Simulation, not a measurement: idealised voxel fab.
Process module in this document: voxel released beams
The figure presents cross-section cut, which has a width of 155 nm and is divided into square cells with an edge length of 5 nm.
Cross-sections here: square-cell grids, written as top-down lists of bands, a band being one or more rows of cells.
Read a band's entry like this: the first values are the height of its top and the height of its bottom in nm, and what follows is the sequence of materials from left to right, each with its width in nm. Note that "blank" is empty space, and that a single material marked "everywhere" reaches across the band from edge to edge.
Heights are expressed relative to 0, this being the level below which the as-received wafer comprises one material exclusively. The lowest band is unbounded in the downward direction and is denoted as in "0 -> down".
Per-row width for "30..40": begins at first number (top row of band), ends at second number (bottom row), increment between rows held constant.
A step reported as "no alterations made" is a step in which no cell of the cross-section changed.
You'll see "Voids, fully enclosed" listing empty spaces that have no way open to the top, as long as they're 8 cells or more; the notation is width x height at distance, where the distance is from the left edge, and all of it is in nm.
after a step's settings: what the simulator itself notes on the step
overlay nm: how far to the right of its planned place the mask lay on this masked step (negative: to the left).

The planned process steps are enumerated hereunder:
step 1: RECEIVE with material Si
step 2: CONFORMAL_DEP with material Al2O3, thk nm 5
step 3: DIRECTIONAL_DEP with material SiO2, thk nm 10
step 4: DIRECTIONAL_DEP with material aC, thk nm 15
step 5: PATTERN with tone open, mask id ANCHOR, material resist, width nm 40, thk nm 35, overlay nm 0
step 6: DIRECTIONAL_ETCH with etch materials aC, depth nm 15
step 7: STRIP with etch materials resist
step 8: DIRECTIONAL_ETCH with etch materials SiO2, depth nm 10
step 9: STRIP with etch materials aC
step 10: CONFORMAL_DEP with material SiN, thk nm 15
step 11: MASKED_ETCH with tone cover, mask id BEAM, width nm 100, etch materials SiN, depth nm 15, overlay nm 0
step 12: STRIP with etch materials SiO2

Wafer at receipt (post step 1), cross-section:
- 0 -> down | Si everywhere
- Voids, fully enclosed: none

First of two wafers at the end of the module, shown in cross-section; run carried out as planned:
- 30 -> 20 | blank=25, then SiN=20, then blank=10, then SiN=70, then blank=30
- 20 -> 15 | blank=25, then SiN=100, then blank=30
- 15 -> 5 | blank=30, then SiN=40, then blank=85
- 5 -> 0 | Al2O3 everywhere
- 0 -> down | Si everywhere
- Voids, fully enclosed: none

Second wafer through the module, sectioned at the end: same beginning and same plan as the first wafer, with one mistake in carrying it out:
- 30 -> 25 | blank=25, then SiN=20, then blank=10, then SiN=70, then blank=30
- 25 -> 20 | SiN=45, then blank=10, then SiN=100
- 20 -> 15 | SiN everywhere
- 15 -> 5 | SiO2=30, then SiN=40, then SiO2=85
- 5 -> 0 | Al2O3 everywhere
- 0 -> down | Si everywhere
- Voids, fully enclosed: none
Deviation noted in wafer processing: the process deviated at step 11: the operation and settings actually run there were MASKED_ETCH with tone cover, mask id BEAM, width nm 100, etch materials SiN, depth nm 5, overlay nm 0
At the finish, the second wafer shows more or fewer cells for some materials than the first does: SiN: 22 more, SiO2: 46 more
